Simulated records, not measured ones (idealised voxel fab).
process module | voxel wiring stack
cross-section cut | 240 nm wide | cells 5 nm
A cross-section is a grid of square cells, given in bands from the top down. A band is one or more rows of cells.
Each band's line starts with the height of the band's top and of its bottom, in nm. Then come its materials from left to right, each with its width in nm. One material with "throughout" fills the band from edge to edge. "air" is empty space.
Height 0 is the level under which the wafer as received is all one material. The lowest band goes on downwards, as in "0 down".
A width such as "30 to 40" changes by the same amount from each row of cells to the next, from the band's top row to its bottom row.
"no change" after a step means that no cell of the cross-section changed.
closed voids: empty space of 8 cells or more with no open way to the top, each as width x height at its distance from the left edge, in nm
after a step's settings: what the simulator itself notes on the step
overlay nm, on a step with a mask: how far to the right of its planned place the mask lay; to the left if negative
plan
1 op RECEIVE | material Si
2 op CONFORMAL_DEP | material SiO2 | thk nm 10
3 op DIRECTIONAL_DEP | material TiN | thk nm 5
4 op DIRECTIONAL_DEP | material Ru | thk nm 25
5 op MASKED_ETCH | tone cover | mask id METAL_1 | width nm 20 | pitch nm 50 | etch materials Ru | depth nm 25 | overlay nm 0
6 op MASKED_ETCH | tone cover | mask id METAL_1 | width nm 20 | pitch nm 50 | etch materials TiN | depth nm 5 | overlay nm 0
7 op CONFORMAL_DEP | material SiCN | thk nm 5
8 op FILL_DEP | material lowk | thk nm 10
9 op CMP | height nm 40
10 op CONFORMAL_DEP | material SiCN | thk nm 5
11 op DIRECTIONAL_DEP | material lowk | thk nm 15
12 op DIRECTIONAL_DEP | material aC | thk nm 15
13 op PATTERN | tone open | mask id PLUG_1 | material resist | width nm 15 | pitch nm 50 | thk nm 30 | overlay nm 0
14 op DIRECTIONAL_ETCH | etch materials aC | depth nm 15
15 op STRIP | etch materials resist
16 op DIRECTIONAL_ETCH | etch materials lowk | depth nm 15
17 op DIRECTIONAL_ETCH | etch materials SiCN | depth nm 5
18 op STRIP | etch materials aC
19 op EPI | material Ru | thk nm 10
20 op EPI | material Ru | thk nm 10
21 op CONFORMAL_DEP | material SiN | thk nm 5
22 op DIRECTIONAL_DEP | material SiO2 | thk nm 25
23 op PATTERN | tone open | mask id METAL_2 | material resist | width nm 20 | pitch nm 50 | thk nm 15 | overlay nm 0
24 op DIRECTIONAL_ETCH | etch materials SiO2 | depth nm 25
25 op DIRECTIONAL_ETCH | etch materials SiN | depth nm 5
26 op STRIP | etch materials resist
27 op CONFORMAL_DEP | material TiN | thk nm 5
28 op FILL_DEP | material Ru | thk nm 10
29 op CMP | height nm 90
30 op CONFORMAL_DEP | material SiCN | thk nm 5
31 op DIRECTIONAL_DEP | material lowk | thk nm 30
32 op MASKED_ETCH | tone open | mask id METAL_3 | width nm 20 | pitch nm 50 | etch materials lowk | depth nm 15 | overlay nm 0
33 op PATTERN | tone open | mask id METAL_3_HOLES | material resist | width nm 15 | pitch nm 100 | thk nm 20 | overlay nm 0
34 op DIRECTIONAL_ETCH | etch materials lowk | depth nm 15
35 op DIRECTIONAL_ETCH | etch materials SiCN | depth nm 5
36 op STRIP | etch materials resist
37 op CONFORMAL_DEP | material TiN | thk nm 5
38 op FILL_DEP | material Ru | thk nm 10
39 op CMP | height nm 125
40 op CONFORMAL_DEP | material SiCN | thk nm 5
41 op DIRECTIONAL_DEP | material SiO2 | thk nm 30
42 op DIRECTIONAL_DEP | material aC | thk nm 10
43 op PATTERN | tone open | mask id METAL_4 | material resist | width nm 20 | pitch nm 50 | thk nm 30 | overlay nm 0
44 op DIRECTIONAL_ETCH | etch materials aC | depth nm 10
45 op STRIP | etch materials resist
46 op DIRECTIONAL_ETCH | etch materials SiO2 | depth nm 15
47 op STRIP | etch materials aC
48 op MASKED_ETCH | tone open | mask id METAL_4_HOLES | width nm 15 | pitch nm 100 | etch materials SiO2 | depth nm 15 | overlay nm 0
49 op MASKED_ETCH | tone open | mask id METAL_4_HOLES | width nm 15 | pitch nm 100 | etch materials SiCN | depth nm 5 | overlay nm 0
50 op CONFORMAL_DEP | material TiN | thk nm 5
51 op FILL_DEP | material Cu | thk nm 5
52 op CMP | height nm 160
53 op CONFORMAL_DEP | material SiCN | thk nm 5
first wafer, as planned
as received, after step 1
  0 down: Si throughout
  closed voids: none
after step 2
  10 to 0: SiO2 throughout
  below 0: unchanged
after step 3
  15 to 10: TiN throughout
  below 10: unchanged
after step 4
  40 to 15: Ru throughout
  below 15: unchanged
after step 5
  40 to 15: air 60 | Ru 20 | air 30 | Ru 20 | air 30 | Ru 20 | air 60
  below 15: unchanged
after step 6
  40 to 15: air 60 | Ru 20 | air 30 | Ru 20 | air 30 | Ru 20 | air 60
  15 to 10: air 60 | TiN 20 | air 30 | TiN 20 | air 30 | TiN 20 | air 60
  below 10: unchanged
after step 7
  45 to 40: air 55 | SiCN 30 | air 20 | SiCN 30 | air 20 | SiCN 30 | air 55
  40 to 15: air 55 | SiCN 5 | Ru 20 | SiCN 5 | air 20 | SiCN 5 | Ru 20 | SiCN 5 | air 20 | SiCN 5 | Ru 20 | SiCN 5 | air 55
  15 to 10: SiCN 60 | TiN 20 | SiCN 30 | TiN 20 | SiCN 30 | TiN 20 | SiCN 60
  below 10: unchanged
after step 8
  55 to 45: lowk throughout
  45 to 40: lowk 55 | SiCN 30 | lowk 20 | SiCN 30 | lowk 20 | SiCN 30 | lowk 55
  40 to 15: lowk 55 | SiCN 5 | Ru 20 | SiCN 5 | lowk 20 | SiCN 5 | Ru 20 | SiCN 5 | lowk 20 | SiCN 5 | Ru 20 | SiCN 5 | lowk 55
  below 15: unchanged
after step 9
  40 to 15: lowk 55 | SiCN 5 | Ru 20 | SiCN 5 | lowk 20 | SiCN 5 | Ru 20 | SiCN 5 | lowk 20 | SiCN 5 | Ru 20 | SiCN 5 | lowk 55
  below 15: unchanged
after step 10
  45 to 40: SiCN throughout
  below 40: unchanged
after step 11
  60 to 45: lowk throughout
  below 45: unchanged
after step 12
  75 to 60: aC throughout
  below 60: unchanged
after step 13
  105 to 75: resist 60 | air 15 | resist 35 | air 15 | resist 35 | air 15 | resist 65
  below 75: unchanged
after step 14
  90 to 75: resist 60 | air 15 | resist 35 | air 15 | resist 35 | air 15 | resist 65
  75 to 60: aC 60 | air 15 | aC 35 | air 15 | aC 35 | air 15 | aC 65
  below 60: unchanged
after step 15
  75 to 60: aC 60 | air 15 | aC 35 | air 15 | aC 35 | air 15 | aC 65
  below 60: unchanged
after step 16
  75 to 60: aC 60 | air 15 | aC 35 | air 15 | aC 35 | air 15 | aC 65
  60 to 45: lowk 60 | air 15 | lowk 35 | air 15 | lowk 35 | air 15 | lowk 65
  below 45: unchanged
after step 17
  75 to 60: aC 60 | air 15 | aC 35 | air 15 | aC 35 | air 15 | aC 65
  60 to 45: lowk 60 | air 15 | lowk 35 | air 15 | lowk 35 | air 15 | lowk 65
  45 to 40: SiCN 60 | air 15 | SiCN 35 | air 15 | SiCN 35 | air 15 | SiCN 65
  below 40: unchanged
after step 18
  60 to 45: lowk 60 | air 15 | lowk 35 | air 15 | lowk 35 | air 15 | lowk 65
  below 45: unchanged
after step 19
  60 to 50: lowk 60 | air 15 | lowk 35 | air 15 | lowk 35 | air 15 | lowk 65
  50 to 45: lowk 60 | Ru 15 | lowk 35 | Ru 15 | lowk 35 | Ru 15 | lowk 65
  45 to 40: SiCN 60 | Ru 15 | SiCN 35 | Ru 15 | SiCN 35 | Ru 15 | SiCN 65
  below 40: unchanged
after step 20
  60 to 45: lowk 60 | Ru 15 | lowk 35 | Ru 15 | lowk 35 | Ru 15 | lowk 65
  below 45: unchanged
after step 21
  65 to 60: SiN throughout
  below 60: unchanged
after step 22
  90 to 65: SiO2 throughout
  below 65: unchanged
after step 23
  105 to 90: resist 60 | air 20 | resist 30 | air 20 | resist 30 | air 20 | resist 60
  below 90: unchanged
after step 24
  105 to 90: resist 60 | air 20 | resist 30 | air 20 | resist 30 | air 20 | resist 60
  90 to 65: SiO2 60 | air 20 | SiO2 30 | air 20 | SiO2 30 | air 20 | SiO2 60
  below 65: unchanged
after step 25
  105 to 90: resist 60 | air 20 | resist 30 | air 20 | resist 30 | air 20 | resist 60
  90 to 65: SiO2 60 | air 20 | SiO2 30 | air 20 | SiO2 30 | air 20 | SiO2 60
  65 to 60: SiN 60 | air 20 | SiN 30 | air 20 | SiN 30 | air 20 | SiN 60
  below 60: unchanged
after step 26
  90 to 65: SiO2 60 | air 20 | SiO2 30 | air 20 | SiO2 30 | air 20 | SiO2 60
  below 65: unchanged
after step 27
  95 to 90: TiN 65 | air 10 | TiN 40 | air 10 | TiN 40 | air 10 | TiN 65
  90 to 65: SiO2 60 | TiN 5 | air 10 | TiN 5 | SiO2 30 | TiN 5 | air 10 | TiN 5 | SiO2 30 | TiN 5 | air 10 | TiN 5 | SiO2 60
  65 to 60: SiN 60 | TiN 20 | SiN 30 | TiN 20 | SiN 30 | TiN 20 | SiN 60
  below 60: unchanged
after step 28
  105 to 95: Ru throughout
  95 to 90: TiN 65 | Ru 10 | TiN 40 | Ru 10 | TiN 40 | Ru 10 | TiN 65
  90 to 65: SiO2 60 | TiN 5 | Ru 10 | TiN 5 | SiO2 30 | TiN 5 | Ru 10 | TiN 5 | SiO2 30 | TiN 5 | Ru 10 | TiN 5 | SiO2 60
  below 65: unchanged
after step 29
  90 to 65: SiO2 60 | TiN 5 | Ru 10 | TiN 5 | SiO2 30 | TiN 5 | Ru 10 | TiN 5 | SiO2 30 | TiN 5 | Ru 10 | TiN 5 | SiO2 60
  below 65: unchanged
after step 30
  95 to 90: SiCN throughout
  below 90: unchanged
after step 31
  125 to 95: lowk throughout
  below 95: unchanged
after step 32
  125 to 110: lowk 60 | air 20 | lowk 30 | air 20 | lowk 30 | air 20 | lowk 60
  below 110: unchanged
after step 33
  145 to 125: resist 60 | air 15 | resist 85 | air 15 | resist 65
  125 to 110: lowk 60 | air 15 | resist 5 | lowk 30 | resist 20 | lowk 30 | air 15 | resist 5 | lowk 60
  below 110: unchanged
after step 34
  145 to 125: resist 60 | air 15 | resist 85 | air 15 | resist 65
  125 to 110: lowk 60 | air 15 | resist 5 | lowk 30 | resist 20 | lowk 30 | air 15 | resist 5 | lowk 60
  110 to 95: lowk 60 | air 15 | lowk 85 | air 15 | lowk 65
  below 95: unchanged
after step 35
  145 to 125: resist 60 | air 15 | resist 85 | air 15 | resist 65
  125 to 110: lowk 60 | air 15 | resist 5 | lowk 30 | resist 20 | lowk 30 | air 15 | resist 5 | lowk 60
  110 to 95: lowk 60 | air 15 | lowk 85 | air 15 | lowk 65
  95 to 90: SiCN 60 | air 15 | SiCN 85 | air 15 | SiCN 65
  below 90: unchanged
after step 36
  125 to 110: lowk 60 | air 20 | lowk 30 | air 20 | lowk 30 | air 20 | lowk 60
  below 110: unchanged
after step 37
  130 to 125: TiN 65 | air 10 | TiN 40 | air 10 | TiN 40 | air 10 | TiN 65
  125 to 115: lowk 60 | TiN 5 | air 10 | TiN 5 | lowk 30 | TiN 5 | air 10 | TiN 5 | lowk 30 | TiN 5 | air 10 | TiN 5 | lowk 60
  115 to 110: lowk 60 | TiN 5 | air 5 | TiN 10 | lowk 30 | TiN 20 | lowk 30 | TiN 5 | air 5 | TiN 10 | lowk 60
  110 to 95: lowk 60 | TiN 5 | air 5 | TiN 5 | lowk 85 | TiN 5 | air 5 | TiN 5 | lowk 65
  95 to 90: SiCN 60 | TiN 15 | SiCN 85 | TiN 15 | SiCN 65
  below 90: unchanged
after step 38
  140 to 130: Ru throughout
  130 to 125: TiN 65 | Ru 10 | TiN 40 | Ru 10 | TiN 40 | Ru 10 | TiN 65
  125 to 115: lowk 60 | TiN 5 | Ru 10 | TiN 5 | lowk 30 | TiN 5 | Ru 10 | TiN 5 | lowk 30 | TiN 5 | Ru 10 | TiN 5 | lowk 60
  115 to 110: lowk 60 | TiN 5 | Ru 5 | TiN 10 | lowk 30 | TiN 20 | lowk 30 | TiN 5 | Ru 5 | TiN 10 | lowk 60
  110 to 95: lowk 60 | TiN 5 | Ru 5 | TiN 5 | lowk 85 | TiN 5 | Ru 5 | TiN 5 | lowk 65
  below 95: unchanged
after step 39
  125 to 115: lowk 60 | TiN 5 | Ru 10 | TiN 5 | lowk 30 | TiN 5 | Ru 10 | TiN 5 | lowk 30 | TiN 5 | Ru 10 | TiN 5 | lowk 60
  below 115: unchanged
after step 40
  130 to 125: SiCN throughout
  below 125: unchanged
after step 41
  160 to 130: SiO2 throughout
  below 130: unchanged
after step 42
  170 to 160: aC throughout
  below 160: unchanged
after step 43
  200 to 170: resist 60 | air 20 | resist 30 | air 20 | resist 30 | air 20 | resist 60
  below 170: unchanged
after step 44
  190 to 170: resist 60 | air 20 | resist 30 | air 20 | resist 30 | air 20 | resist 60
  170 to 160: aC 60 | air 20 | aC 30 | air 20 | aC 30 | air 20 | aC 60
  below 160: unchanged
after step 45
  170 to 160: aC 60 | air 20 | aC 30 | air 20 | aC 30 | air 20 | aC 60
  below 160: unchanged
after step 46
  170 to 160: aC 60 | air 20 | aC 30 | air 20 | aC 30 | air 20 | aC 60
  160 to 145: SiO2 60 | air 20 | SiO2 30 | air 20 | SiO2 30 | air 20 | SiO2 60
  below 145: unchanged
after step 47
  160 to 145: SiO2 60 | air 20 | SiO2 30 | air 20 | SiO2 30 | air 20 | SiO2 60
  below 145: unchanged
after step 48
  160 to 145: SiO2 60 | air 20 | SiO2 30 | air 20 | SiO2 30 | air 20 | SiO2 60
  145 to 130: SiO2 60 | air 15 | SiO2 85 | air 15 | SiO2 65
  below 130: unchanged
after step 49
  160 to 145: SiO2 60 | air 20 | SiO2 30 | air 20 | SiO2 30 | air 20 | SiO2 60
  145 to 130: SiO2 60 | air 15 | SiO2 85 | air 15 | SiO2 65
  130 to 125: SiCN 60 | air 15 | SiCN 85 | air 15 | SiCN 65
  below 125: unchanged
after step 50
  165 to 160: TiN 65 | air 10 | TiN 40 | air 10 | TiN 40 | air 10 | TiN 65
  160 to 150: SiO2 60 | TiN 5 | air 10 | TiN 5 | SiO2 30 | TiN 5 | air 10 | TiN 5 | SiO2 30 | TiN 5 | air 10 | TiN 5 | SiO2 60
  150 to 145: SiO2 60 | TiN 5 | air 5 | TiN 10 | SiO2 30 | TiN 20 | SiO2 30 | TiN 5 | air 5 | TiN 10 | SiO2 60
  145 to 130: SiO2 60 | TiN 5 | air 5 | TiN 5 | SiO2 85 | TiN 5 | air 5 | TiN 5 | SiO2 65
  130 to 125: SiCN 60 | TiN 15 | SiCN 85 | TiN 15 | SiCN 65
  below 125: unchanged
after step 51
  170 to 165: Cu throughout
  165 to 160: TiN 65 | Cu 10 | TiN 40 | Cu 10 | TiN 40 | Cu 10 | TiN 65
  160 to 150: SiO2 60 | TiN 5 | Cu 10 | TiN 5 | SiO2 30 | TiN 5 | Cu 10 | TiN 5 | SiO2 30 | TiN 5 | Cu 10 | TiN 5 | SiO2 60
  150 to 145: SiO2 60 | TiN 5 | Cu 5 | TiN 10 | SiO2 30 | TiN 20 | SiO2 30 | TiN 5 | Cu 5 | TiN 10 | SiO2 60
  145 to 130: SiO2 60 | TiN 5 | Cu 5 | TiN 5 | SiO2 85 | TiN 5 | Cu 5 | TiN 5 | SiO2 65
  below 130: unchanged
after step 52
  160 to 150: SiO2 60 | TiN 5 | Cu 10 | TiN 5 | SiO2 30 | TiN 5 | Cu 10 | TiN 5 | SiO2 30 | TiN 5 | Cu 10 | TiN 5 | SiO2 60
  below 150: unchanged
after step 53
  165 to 160: SiCN throughout
  below 160: unchanged
second wafer: like start, like plan, one mistake. Through step 22 it matches the first wafer
when step 23 should have ended
  105 to 90: resist 60 | air 25 | resist 25 | air 25 | resist 25 | air 25 | resist 55
  below 90: unchanged
when step 24 should have ended
  105 to 90: resist 60 | air 25 | resist 25 | air 25 | resist 25 | air 25 | resist 55
  90 to 65: SiO2 60 | air 25 | SiO2 25 | air 25 | SiO2 25 | air 25 | SiO2 55
  below 65: unchanged
when step 25 should have ended
  105 to 90: resist 60 | air 25 | resist 25 | air 25 | resist 25 | air 25 | resist 55
  90 to 65: SiO2 60 | air 25 | SiO2 25 | air 25 | SiO2 25 | air 25 | SiO2 55
  65 to 60: SiN 60 | air 25 | SiN 25 | air 25 | SiN 25 | air 25 | SiN 55
  below 60: unchanged
when step 26 should have ended
  90 to 65: SiO2 60 | air 25 | SiO2 25 | air 25 | SiO2 25 | air 25 | SiO2 55
  below 65: unchanged
when step 27 should have ended
  95 to 90: TiN 65 | air 15 | TiN 35 | air 15 | TiN 35 | air 15 | TiN 60
  90 to 65: SiO2 60 | TiN 5 | air 15 | TiN 5 | SiO2 25 | TiN 5 | air 15 | TiN 5 | SiO2 25 | TiN 5 | air 15 | TiN 5 | SiO2 55
  65 to 60: SiN 60 | TiN 25 | SiN 25 | TiN 25 | SiN 25 | TiN 25 | SiN 55
  below 60: unchanged
when step 28 should have ended
  105 to 95: Ru throughout
  95 to 90: TiN 65 | Ru 15 | TiN 35 | Ru 15 | TiN 35 | Ru 15 | TiN 60
  90 to 65: SiO2 60 | TiN 5 | Ru 15 | TiN 5 | SiO2 25 | TiN 5 | Ru 15 | TiN 5 | SiO2 25 | TiN 5 | Ru 15 | TiN 5 | SiO2 55
  below 65: unchanged
when step 29 should have ended
  90 to 65: SiO2 60 | TiN 5 | Ru 15 | TiN 5 | SiO2 25 | TiN 5 | Ru 15 | TiN 5 | SiO2 25 | TiN 5 | Ru 15 | TiN 5 | SiO2 55
  below 65: unchanged
when step 30 should have ended
  95 to 90: SiCN throughout
  below 90: unchanged
when step 31 should have ended
  125 to 95: lowk throughout
  below 95: unchanged
when step 32 should have ended
  125 to 110: lowk 60 | air 20 | lowk 30 | air 20 | lowk 30 | air 20 | lowk 60
  below 110: unchanged
when step 33 should have ended
  145 to 125: resist 60 | air 15 | resist 85 | air 15 | resist 65
  125 to 110: lowk 60 | air 15 | resist 5 | lowk 30 | resist 20 | lowk 30 | air 15 | resist 5 | lowk 60
  below 110: unchanged
when step 34 should have ended
  145 to 125: resist 60 | air 15 | resist 85 | air 15 | resist 65
  125 to 110: lowk 60 | air 15 | resist 5 | lowk 30 | resist 20 | lowk 30 | air 15 | resist 5 | lowk 60
  110 to 95: lowk 60 | air 15 | lowk 85 | air 15 | lowk 65
  below 95: unchanged
when step 35 should have ended
  145 to 125: resist 60 | air 15 | resist 85 | air 15 | resist 65
  125 to 110: lowk 60 | air 15 | resist 5 | lowk 30 | resist 20 | lowk 30 | air 15 | resist 5 | lowk 60
  110 to 95: lowk 60 | air 15 | lowk 85 | air 15 | lowk 65
  95 to 90: SiCN 60 | air 15 | SiCN 85 | air 15 | SiCN 65
  below 90: unchanged
when step 36 should have ended
  125 to 110: lowk 60 | air 20 | lowk 30 | air 20 | lowk 30 | air 20 | lowk 60
  below 110: unchanged
when step 37 should have ended
  130 to 125: TiN 65 | air 10 | TiN 40 | air 10 | TiN 40 | air 10 | TiN 65
  125 to 115: lowk 60 | TiN 5 | air 10 | TiN 5 | lowk 30 | TiN 5 | air 10 | TiN 5 | lowk 30 | TiN 5 | air 10 | TiN 5 | lowk 60
  115 to 110: lowk 60 | TiN 5 | air 5 | TiN 10 | lowk 30 | TiN 20 | lowk 30 | TiN 5 | air 5 | TiN 10 | lowk 60
  110 to 95: lowk 60 | TiN 5 | air 5 | TiN 5 | lowk 85 | TiN 5 | air 5 | TiN 5 | lowk 65
  95 to 90: SiCN 60 | TiN 15 | SiCN 85 | TiN 15 | SiCN 65
  below 90: unchanged
when step 38 should have ended
  140 to 130: Ru throughout
  130 to 125: TiN 65 | Ru 10 | TiN 40 | Ru 10 | TiN 40 | Ru 10 | TiN 65
  125 to 115: lowk 60 | TiN 5 | Ru 10 | TiN 5 | lowk 30 | TiN 5 | Ru 10 | TiN 5 | lowk 30 | TiN 5 | Ru 10 | TiN 5 | lowk 60
  115 to 110: lowk 60 | TiN 5 | Ru 5 | TiN 10 | lowk 30 | TiN 20 | lowk 30 | TiN 5 | Ru 5 | TiN 10 | lowk 60
  110 to 95: lowk 60 | TiN 5 | Ru 5 | TiN 5 | lowk 85 | TiN 5 | Ru 5 | TiN 5 | lowk 65
  below 95: unchanged
when step 39 should have ended
  125 to 115: lowk 60 | TiN 5 | Ru 10 | TiN 5 | lowk 30 | TiN 5 | Ru 10 | TiN 5 | lowk 30 | TiN 5 | Ru 10 | TiN 5 | lowk 60
  below 115: unchanged
when step 40 should have ended
  130 to 125: SiCN throughout
  below 125: unchanged
when step 41 should have ended
  160 to 130: SiO2 throughout
  below 130: unchanged
when step 42 should have ended
  170 to 160: aC throughout
  below 160: unchanged
when step 43 should have ended
  200 to 170: resist 60 | air 20 | resist 30 | air 20 | resist 30 | air 20 | resist 60
  below 170: unchanged
when step 44 should have ended
  190 to 170: resist 60 | air 20 | resist 30 | air 20 | resist 30 | air 20 | resist 60
  170 to 160: aC 60 | air 20 | aC 30 | air 20 | aC 30 | air 20 | aC 60
  below 160: unchanged
when step 45 should have ended
  170 to 160: aC 60 | air 20 | aC 30 | air 20 | aC 30 | air 20 | aC 60
  below 160: unchanged
when step 46 should have ended
  170 to 160: aC 60 | air 20 | aC 30 | air 20 | aC 30 | air 20 | aC 60
  160 to 145: SiO2 60 | air 20 | SiO2 30 | air 20 | SiO2 30 | air 20 | SiO2 60
  below 145: unchanged
when step 47 should have ended
  160 to 145: SiO2 60 | air 20 | SiO2 30 | air 20 | SiO2 30 | air 20 | SiO2 60
  below 145: unchanged
when step 48 should have ended
  160 to 145: SiO2 60 | air 20 | SiO2 30 | air 20 | SiO2 30 | air 20 | SiO2 60
  145 to 130: SiO2 60 | air 15 | SiO2 85 | air 15 | SiO2 65
  below 130: unchanged
when step 49 should have ended
  160 to 145: SiO2 60 | air 20 | SiO2 30 | air 20 | SiO2 30 | air 20 | SiO2 60
  145 to 130: SiO2 60 | air 15 | SiO2 85 | air 15 | SiO2 65
  130 to 125: SiCN 60 | air 15 | SiCN 85 | air 15 | SiCN 65
  below 125: unchanged
when step 50 should have ended
  165 to 160: TiN 65 | air 10 | TiN 40 | air 10 | TiN 40 | air 10 | TiN 65
  160 to 150: SiO2 60 | TiN 5 | air 10 | TiN 5 | SiO2 30 | TiN 5 | air 10 | TiN 5 | SiO2 30 | TiN 5 | air 10 | TiN 5 | SiO2 60
  150 to 145: SiO2 60 | TiN 5 | air 5 | TiN 10 | SiO2 30 | TiN 20 | SiO2 30 | TiN 5 | air 5 | TiN 10 | SiO2 60
  145 to 130: SiO2 60 | TiN 5 | air 5 | TiN 5 | SiO2 85 | TiN 5 | air 5 | TiN 5 | SiO2 65
  130 to 125: SiCN 60 | TiN 15 | SiCN 85 | TiN 15 | SiCN 65
  below 125: unchanged
when step 51 should have ended
  170 to 165: Cu throughout
  165 to 160: TiN 65 | Cu 10 | TiN 40 | Cu 10 | TiN 40 | Cu 10 | TiN 65
  160 to 150: SiO2 60 | TiN 5 | Cu 10 | TiN 5 | SiO2 30 | TiN 5 | Cu 10 | TiN 5 | SiO2 30 | TiN 5 | Cu 10 | TiN 5 | SiO2 60
  150 to 145: SiO2 60 | TiN 5 | Cu 5 | TiN 10 | SiO2 30 | TiN 20 | SiO2 30 | TiN 5 | Cu 5 | TiN 10 | SiO2 60
  145 to 130: SiO2 60 | TiN 5 | Cu 5 | TiN 5 | SiO2 85 | TiN 5 | Cu 5 | TiN 5 | SiO2 65
  below 130: unchanged
when step 52 should have ended
  160 to 150: SiO2 60 | TiN 5 | Cu 10 | TiN 5 | SiO2 30 | TiN 5 | Cu 10 | TiN 5 | SiO2 30 | TiN 5 | Cu 10 | TiN 5 | SiO2 60
  below 150: unchanged
when step 53 should have ended
  165 to 160: SiCN throughout
  below 160: unchanged
what went wrong: step 23 ran as: op PATTERN | tone open | mask id METAL_2 | material resist | width nm 25 | pitch nm 50 | thk nm 15 | overlay nm 0
at the end the second wafer has, in cells: 15 more of Ru | 3 fewer of SiN | 15 fewer of SiO2 | 3 more of TiN
